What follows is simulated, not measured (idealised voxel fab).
Title: Process Module voxel wiring stack
Square cells of 5 nm make up the cross-section cut, whose width is 220 nm.
Square cells in a grid make up a cross-section in this document, and the grid is given as bands, listed from the top down, each one or more rows of cells.
Top height, bottom height, nm. Materials left to right, width each, nm. Single material + "full width" = fills band edge to edge. "air" = empty.
Height reference: 0 = level under which incoming wafer is all one material. Lowest band: no bottom, runs on downward, e.g. "from 0 down".
The two numbers in a width such as "30->40" mark its ends across the band: the first belongs to the top row of cells, the second to the bottom row, and from each row to the next the width moves by the same amount.
Basically "remained unchanged" means that step didn't change any cell in the cross-section.
Entry "Closed voids list". Content: empty spaces with no open connection to the top, size 8 cells or greater. Each: width x height at distance. Distance: from left edge. Unit: nm.
Note: text after step settings on the step line = simulator remark on that step.
"overlay nm", when on a step's line for a step with a mask, measures how far to the right of its planned place the mask lay; a negative measure means to the left.
[Intended process steps]
1 op RECEIVE | material Si
2 op CONFORMAL_DEP | material SiO2 | thk nm 10
3 op CONFORMAL_DEP | material SiN | thk nm 5
4 op DIRECTIONAL_DEP | material lowk | thk nm 20
5 op MASKED_ETCH | tone open | mask id METAL_1 | width nm 30 | pitch nm 50 | etch materials lowk | depth nm 20 | overlay nm 0
6 op MASKED_ETCH | tone open | mask id METAL_1 | width nm 30 | pitch nm 50 | etch materials SiN | depth nm 5 | overlay nm 0
7 op CONFORMAL_DEP | material TiN | thk nm 5
8 op FILL_DEP | material Cu | thk nm 10
9 op CMP | height nm 35
10 op EPI | material Ru | thk nm 5
11 op FILL_DEP | material SiCN | thk nm 5
12 op DIRECTIONAL_DEP | material lowk | thk nm 20
13 op MASKED_ETCH | tone open | mask id PLUG_1 | width nm 15 | etch materials lowk | depth nm 20 | overlay nm 0
14 op MASKED_ETCH | tone open | mask id PLUG_1 | width nm 15 | etch materials SiCN | depth nm 5 | overlay nm 0
15 op EPI | material Ru | thk nm 10
16 op EPI | material Ru | thk nm 10
17 op EPI | material Ru | thk nm 5
18 op CONFORMAL_DEP | material SiN | thk nm 5
19 op DIRECTIONAL_DEP | material lowk | thk nm 25
20 op MASKED_ETCH | tone open | mask id METAL_2 | width nm 30 | pitch nm 50 | etch materials lowk | depth nm 25 | overlay nm 0
21 op MASKED_ETCH | tone open | mask id METAL_2 | width nm 30 | pitch nm 50 | etch materials SiN | depth nm 5 | overlay nm 0
22 op CONFORMAL_DEP | material TiN | thk nm 5
23 op FILL_DEP | material W | thk nm 10
24 op CMP | height nm 95
25 op CONFORMAL_DEP | material SiCN | thk nm 5
26 op DIRECTIONAL_DEP | material SiO2 | thk nm 15
27 op PATTERN | tone open | mask id PLUG_2 | material resist | width nm 15 | pitch nm 50 | thk nm 20 | overlay nm 0
28 op DIRECTIONAL_ETCH | etch materials SiO2 | depth nm 15
29 op DIRECTIONAL_ETCH | etch materials SiCN | depth nm 5
30 op STRIP | etch materials resist
31 op EPI | material Ru | thk nm 10
32 op EPI | material Ru | thk nm 10
33 op CONFORMAL_DEP | material SiCN | thk nm 5
34 op DIRECTIONAL_DEP | material SiO2 | thk nm 15
35 op MASKED_ETCH | tone open | mask id METAL_3 | width nm 30 | pitch nm 50 | etch materials SiO2 | depth nm 15 | overlay nm 0
36 op MASKED_ETCH | tone open | mask id METAL_3 | width nm 30 | pitch nm 50 | etch materials SiCN | depth nm 5 | overlay nm 0
37 op CONFORMAL_DEP | material TiN | thk nm 5
38 op FILL_DEP | material W | thk nm 5
39 op CMP | height nm 135
40 op EPI | material Ru | thk nm 5
41 op FILL_DEP | material SiCN | thk nm 5
42 op DIRECTIONAL_DEP | material SiO2 | thk nm 10
43 op MASKED_ETCH | tone open | mask id PLUG_3 | width nm 15 | pitch nm 50 | etch materials SiO2 | depth nm 10 | overlay nm 0
44 op MASKED_ETCH | tone open | mask id PLUG_3 | width nm 15 | pitch nm 50 | etch materials SiCN | depth nm 5 | overlay nm 0
45 op EPI | material Ru | thk nm 10
46 op EPI | material Ru | thk nm 5
47 op CONFORMAL_DEP | material SiCN | thk nm 5
48 op DIRECTIONAL_DEP | material lowk | thk nm 15
49 op MASKED_ETCH | tone open | mask id METAL_4 | width nm 30 | pitch nm 50 | etch materials lowk | depth nm 15 | overlay nm 0
50 op MASKED_ETCH | tone open | mask id METAL_4 | width nm 30 | pitch nm 50 | etch materials SiCN | depth nm 5 | overlay nm 0
51 op CONFORMAL_DEP | material TiN | thk nm 5
52 op FILL_DEP | material W | thk nm 10
53 op CMP | height nm 175
54 op CONFORMAL_DEP | material SiCN | thk nm 5
[Delivered wafer in cross-section: state after step 1]
* from 0 down = Si full width
* Closed voids list: none
[Final wafer profile in cross-section after the module, from the same start and plan as above, with one mistake made during processing]
* from 180 to 175 = SiCN full width
* from 175 to 165 = 70 nm lowk, 5 nm TiN, 20 nm W, 5 nm TiN, 20 nm lowk, 5 nm TiN, 20 nm W, 5 nm TiN, 70 nm lowk
* from 165 to 160 = 70 nm lowk, 15 nm TiN, 10 nm W, 5 nm TiN, 20 nm lowk, 15 nm TiN, 10 nm W, 5 nm TiN, 70 nm lowk
* from 160 to 155 = 80 nm SiCN, 20 nm TiN, 30 nm SiCN, 20 nm TiN, 70 nm SiCN
* from 155 to 145 = 70 nm SiO2, 15 nm Ru, 35 nm SiO2, 15 nm Ru, 85 nm SiO2
* from 145 to 135 = 70->65 nm SiCN, 15->40 nm Ru, 35->10 nm SiCN, 15->40 nm Ru, 85->65 nm SiCN
* from 135 to 120 = 70 nm SiO2, 5 nm TiN, 20 nm W, 5 nm TiN, 20 nm SiO2, 5 nm TiN, 20 nm W, 5 nm TiN, 70 nm SiO2
* from 120 to 115 = 70 nm SiCN, 30 nm TiN, 20 nm SiCN, 30 nm TiN, 70 nm SiCN
* from 115 to 100 = 70 nm SiO2, 15 nm Ru, 35 nm SiO2, 15 nm Ru, 85 nm SiO2
* from 100 to 95 = 70 nm SiCN, 15 nm Ru, 35 nm SiCN, 15 nm Ru, 85 nm SiCN
* from 95 to 70 = 70 nm lowk, 5 nm TiN, 20 nm W, 5 nm TiN, 20 nm lowk, 5 nm TiN, 20 nm W, 5 nm TiN, 70 nm lowk
* from 70 to 65 = 70 nm SiN, 30 nm TiN, 20 nm SiN, 30 nm TiN, 70 nm SiN
* from 65 to 45 = 70 nm lowk, 15 nm Ru, 135 nm lowk
* from 45 to 40 = 70 nm SiCN, 15 nm Ru, 135 nm SiCN
* from 40 to 35 = 65 nm SiCN, 40 nm Ru, 10 nm SiCN, 40 nm Ru, 65 nm SiCN
* from 35 to 15 = 70 nm lowk, 5 nm TiN, 20 nm Cu, 5 nm TiN, 20 nm lowk, 5 nm TiN, 20 nm Cu, 5 nm TiN, 70 nm lowk
* from 15 to 10 = 70 nm SiN, 30 nm TiN, 20 nm SiN, 30 nm TiN, 70 nm SiN
* from 10 to 0 = SiO2 full width
* from 0 down = Si full width
* Closed voids list: none
What was the processing mistake? step 50 did not happen as planned, as run it was op MASKED_ETCH | tone open | mask id METAL_4 | width nm 30 | pitch nm 50 | etch materials SiCN | depth nm 5 | overlay nm 10
